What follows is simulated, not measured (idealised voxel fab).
process module | voxel self aligned contacts
cross-section cut | 300 nm wide | cells 5 nm
A cross-section is a grid of square cells, given in bands from the top down. A band is one or more rows of cells.
Each band's line starts with the height of the band's top and of its bottom, in nm. Then come its materials from left to right, each with its width in nm. One material with "throughout" fills the band from edge to edge. "air" is empty space.
Height 0 is the level under which the wafer as received is all one material. The lowest band goes on downwards, as in "0 down".
A width such as "30 to 40" changes by the same amount from each row of cells to the next, from the band's top row to its bottom row.
"no change" after a step means that no cell of the cross-section changed.
closed voids: empty space of 8 cells or more with no open way to the top, each as width x height at its distance from the left edge, in nm
after a step's settings: what the simulator itself notes on the step
overlay nm, on a step with a mask: how far to the right of its planned place the mask lay; to the left if negative
plan
1 op RECEIVE | material Si
2 op OXIDIZE | depth nm 5
3 op DIRECTIONAL_DEP | material polySi | thk nm 30
4 op DIRECTIONAL_DEP | material SiN | thk nm 15
5 op DIRECTIONAL_DEP | material aC | thk nm 15
6 op PATTERN | tone cover | mask id GATE | material resist | width nm 30 | pitch nm 55 | thk nm 30 | overlay nm 0
7 op DIRECTIONAL_ETCH | etch materials aC | depth nm 15
8 op STRIP | etch materials resist
9 op DIRECTIONAL_ETCH | etch materials SiN | depth nm 15
10 op DIRECTIONAL_ETCH | etch materials polySi | depth nm 30
11 op STRIP | etch materials aC
12 op CONFORMAL_DEP | material SiN | thk nm 5
13 op DIRECTIONAL_ETCH | etch materials SiN | depth nm 5
14 op FILL_DEP | material SiO2 | thk nm 15
15 op CMP | height nm 50
16 op MASKED_ETCH | tone open | mask id CONTACT | width nm 35 | etch materials SiO2 | depth nm 55 | overlay nm 0
17 op CONFORMAL_DEP | material TiN | thk nm 5
18 op FILL_DEP | material Ru | thk nm 5
19 op CMP | height nm 50
20 op CONFORMAL_DEP | material SiCN | thk nm 5
as received, after step 1
  0 down: Si throughout
  closed voids: none
a wafer at the end: this start, this plan, one mistake
  55 to 50: SiCN throughout
  50 to 45: SiO2 100 | TiN 45 | Ru 5 | TiN 45 | SiO2 105
  45 to 30: SiO2 100 | TiN 5 | SiN 30 | TiN 10 | Ru 5 | TiN 10 | SiN 30 | TiN 5 | SiO2 105
  30 to 10: SiO2 100 | TiN 5 | polySi 30 | TiN 10 | Ru 5 | TiN 10 | polySi 30 | TiN 5 | SiO2 105
  10 to 5: SiO2 100 | TiN 5 | polySi 30 | TiN 25 | polySi 30 | TiN 5 | SiO2 105
  5 to 0: TiN 105 | polySi 30 | TiN 25 | polySi 30 | TiN 110
  0 to -5: SiO2 throughout
  -5 down: Si throughout
  closed voids: none
what went wrong: step 12 ran as: op CONFORMAL_DEP | material TiN | thk nm 5
